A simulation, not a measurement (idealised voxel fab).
Herein follows the process module entitled voxel ribs on slabs.
cross-section cut | 200 nm wide | cells 5 nm
Bands, listed from the top down, are how a cross-section gets written in this document; the cross-section itself is a grid of square cells, and a band is one or more rows of them. Top, bottom (nm), then materials left to right with widths (nm); lone material tagged "everywhere" fills the whole band edge to edge; "air" = empty space. It should be noted that heights are counted from 0, beneath which the wafer as supplied is of one material throughout, and that the lowest band possesses no lower boundary but continues downward, as written in "0 nm and below". It should be noted that a width expressed as "30..40" varies in equal increments from row to row of cells within the band, taking the value of the first number at the top row and that of the second number at the bottom row. "no modifications" for a step: no cell of the cross-section changed in that step. So "Closed cavities" is basically the list of trapped voids: any empty space of 8 cells or more that can't reach the top through an opening. They're written width x height at distance, the distance being from the left edge, and it's all nm. Text after the settings on a step's line: the simulator's own remark on that step. "overlay nm" answers the question of how far to the right of plan the mask lay on a step that has a mask, and when it is negative the answer is to the left.
### Steps planned for the process
1: RECEIVE,material Si
2: DIRECTIONAL_DEP,material SiO2,thk nm 20
3: DIRECTIONAL_DEP,material polySi,thk nm 15
4: DIRECTIONAL_DEP,material aC,thk nm 10
5: PATTERN,tone cover,mask id RIB,material resist,width nm 30,thk nm 30,overlay nm 0
6: DIRECTIONAL_ETCH,etch materials aC,depth nm 10
7: STRIP,etch materials resist
8: DIRECTIONAL_ETCH,etch materials polySi,depth nm 10
9: STRIP,etch materials aC
10: MASKED_ETCH,tone cover,mask id SLAB,width nm 60,etch materials polySi,depth nm 5,overlay nm 0
11: FILL_DEP,material SiO2,thk nm 20
12: CMP,height nm 45
13: DIRECTIONAL_DEP,material TiN,thk nm 10
14: DIRECTIONAL_DEP,material aC,thk nm 10
15: PATTERN,tone cover,mask id HEATER,material resist,width nm 40,thk nm 30,overlay nm 0
16: DIRECTIONAL_ETCH,etch materials aC,depth nm 10
17: STRIP,etch materials resist
18: DIRECTIONAL_ETCH,etch materials TiN,depth nm 10
19: STRIP,etch materials aC
20: CONFORMAL_DEP,material SiO2,thk nm 5
### Wafer, first of two, run as planned
### Wafer at receipt (post step 1), cross-section
0 nm and below | Si everywhere
Closed cavities: none
### How the wafer stands in section after step 2
20 nm to 0 nm | SiO2 everywhere
Lower than 0, everything is as it was.
### How the wafer stands in section after step 3
35 nm to 20 nm | polySi everywhere
Lower than 20, everything is as it was.
### How the wafer stands in section after step 4
45 nm to 35 nm | aC everywhere
Lower than 35, everything is as it was.
### How the wafer stands in section after step 5
75 nm to 45 nm | 85 air  30 resist  85 air
Lower than 45, everything is as it was.
### How the wafer stands in section after step 6
65 nm to 45 nm | 85 air  30 resist  85 air
45 nm to 35 nm | 85 air  30 aC  85 air
Lower than 35, everything is as it was.
### How the wafer stands in section after step 7
45 nm to 35 nm | 85 air  30 aC  85 air
Lower than 35, everything is as it was.
### How the wafer stands in section after step 8
45 nm to 35 nm | 85 air  30 aC  85 air
35 nm to 25 nm | 85 air  30 polySi  85 air
Lower than 25, everything is as it was.
### How the wafer stands in section after step 9
35 nm to 25 nm | 85 air  30 polySi  85 air
Lower than 25, everything is as it was.
### How the wafer stands in section after step 10
35 nm to 25 nm | 85 air  30 polySi  85 air
25 nm to 20 nm | 70 air  60 polySi  70 air
Lower than 20, everything is as it was.
### How the wafer stands in section after step 11
55 nm to 35 nm | SiO2 everywhere
35 nm to 25 nm | 85 SiO2  30 polySi  85 SiO2
25 nm to 20 nm | 70 SiO2  60 polySi  70 SiO2
Lower than 20, everything is as it was.
### How the wafer stands in section after step 12
45 nm to 35 nm | SiO2 everywhere
Lower than 35, everything is as it was.
### How the wafer stands in section after step 13
55 nm to 45 nm | TiN everywhere
Lower than 45, everything is as it was.
### How the wafer stands in section after step 14
65 nm to 55 nm | aC everywhere
Lower than 55, everything is as it was.
### How the wafer stands in section after step 15
95 nm to 65 nm | 80 air  40 resist  80 air
Lower than 65, everything is as it was.
### How the wafer stands in section after step 16
85 nm to 65 nm | 80 air  40 resist  80 air
65 nm to 55 nm | 80 air  40 aC  80 air
Lower than 55, everything is as it was.
### How the wafer stands in section after step 17
65 nm to 55 nm | 80 air  40 aC  80 air
Lower than 55, everything is as it was.
### How the wafer stands in section after step 18
65 nm to 55 nm | 80 air  40 aC  80 air
55 nm to 45 nm | 80 air  40 TiN  80 air
Lower than 45, everything is as it was.
### How the wafer stands in section after step 19
55 nm to 45 nm | 80 air  40 TiN  80 air
Lower than 45, everything is as it was.
### How the wafer stands in section after step 20
60 nm to 55 nm | 75 air  50 SiO2  75 air
55 nm to 50 nm | 75 air  5 SiO2  40 TiN  5 SiO2  75 air
50 nm to 45 nm | 80 SiO2  40 TiN  80 SiO2
Lower than 45, everything is as it was.
### The second wafer: identical to the first at the outset and in its planned sequence, differing only in that one mistake was made during processing; up to and including step 1, its path is the first wafer's path
### Second wafer, sectioned view, at step 2's planned end time
40 nm to 0 nm | SiO2 everywhere
Lower than 0, everything is as it was.
### Second wafer, sectioned view, at step 3's planned end time
55 nm to 40 nm | polySi everywhere
Lower than 40, everything is as it was.
### Second wafer, sectioned view, at step 4's planned end time
65 nm to 55 nm | aC everywhere
Lower than 55, everything is as it was.
### Second wafer, sectioned view, at step 5's planned end time
95 nm to 65 nm | 85 air  30 resist  85 air
Lower than 65, everything is as it was.
### Second wafer, sectioned view, at step 6's planned end time
85 nm to 65 nm | 85 air  30 resist  85 air
65 nm to 55 nm | 85 air  30 aC  85 air
Lower than 55, everything is as it was.
### Second wafer, sectioned view, at step 7's planned end time
65 nm to 55 nm | 85 air  30 aC  85 air
Lower than 55, everything is as it was.
### Second wafer, sectioned view, at step 8's planned end time
65 nm to 55 nm | 85 air  30 aC  85 air
55 nm to 45 nm | 85 air  30 polySi  85 air
Lower than 45, everything is as it was.
### Second wafer, sectioned view, at step 9's planned end time
55 nm to 45 nm | 85 air  30 polySi  85 air
Lower than 45, everything is as it was.
### Second wafer, sectioned view, at step 10's planned end time
55 nm to 45 nm | 85 air  30 polySi  85 air
45 nm to 40 nm | 70 air  60 polySi  70 air
Lower than 40, everything is as it was.
### Second wafer, sectioned view, at step 11's planned end time
75 nm to 55 nm | SiO2 everywhere
55 nm to 45 nm | 85 SiO2  30 polySi  85 SiO2
45 nm to 40 nm | 70 SiO2  60 polySi  70 SiO2
Lower than 40, everything is as it was.
### Second wafer, sectioned view, at step 12's planned end time
45 nm to 40 nm | 70 SiO2  60 polySi  70 SiO2
Lower than 40, everything is as it was.
### Second wafer, sectioned view, at step 13's planned end time
55 nm to 45 nm | TiN everywhere
Lower than 45, everything is as it was.
### Second wafer, sectioned view, at step 14's planned end time
65 nm to 55 nm | aC everywhere
Lower than 55, everything is as it was.
### Second wafer, sectioned view, at step 15's planned end time
95 nm to 65 nm | 80 air  40 resist  80 air
Lower than 65, everything is as it was.
### Second wafer, sectioned view, at step 16's planned end time
85 nm to 65 nm | 80 air  40 resist  80 air
65 nm to 55 nm | 80 air  40 aC  80 air
Lower than 55, everything is as it was.
### Second wafer, sectioned view, at step 17's planned end time
65 nm to 55 nm | 80 air  40 aC  80 air
Lower than 55, everything is as it was.
### Second wafer, sectioned view, at step 18's planned end time
65 nm to 55 nm | 80 air  40 aC  80 air
55 nm to 45 nm | 80 air  40 TiN  80 air
Lower than 45, everything is as it was.
### Second wafer, sectioned view, at step 19's planned end time
55 nm to 45 nm | 80 air  40 TiN  80 air
Lower than 45, everything is as it was.
### Second wafer, sectioned view, at step 20's planned end time
60 nm to 55 nm | 75 air  50 SiO2  75 air
55 nm to 50 nm | 75 air  5 SiO2  40 TiN  5 SiO2  75 air
50 nm to 45 nm | 80 SiO2  40 TiN  80 SiO2
Lower than 45, everything is as it was.
What was done differently from what was planned? execution of plan step 2 occurred twice
Per the end-of-run cell counts, the second wafer holds more or fewer of some materials than the first: SiO2: 12 more | polySi: 12 fewer
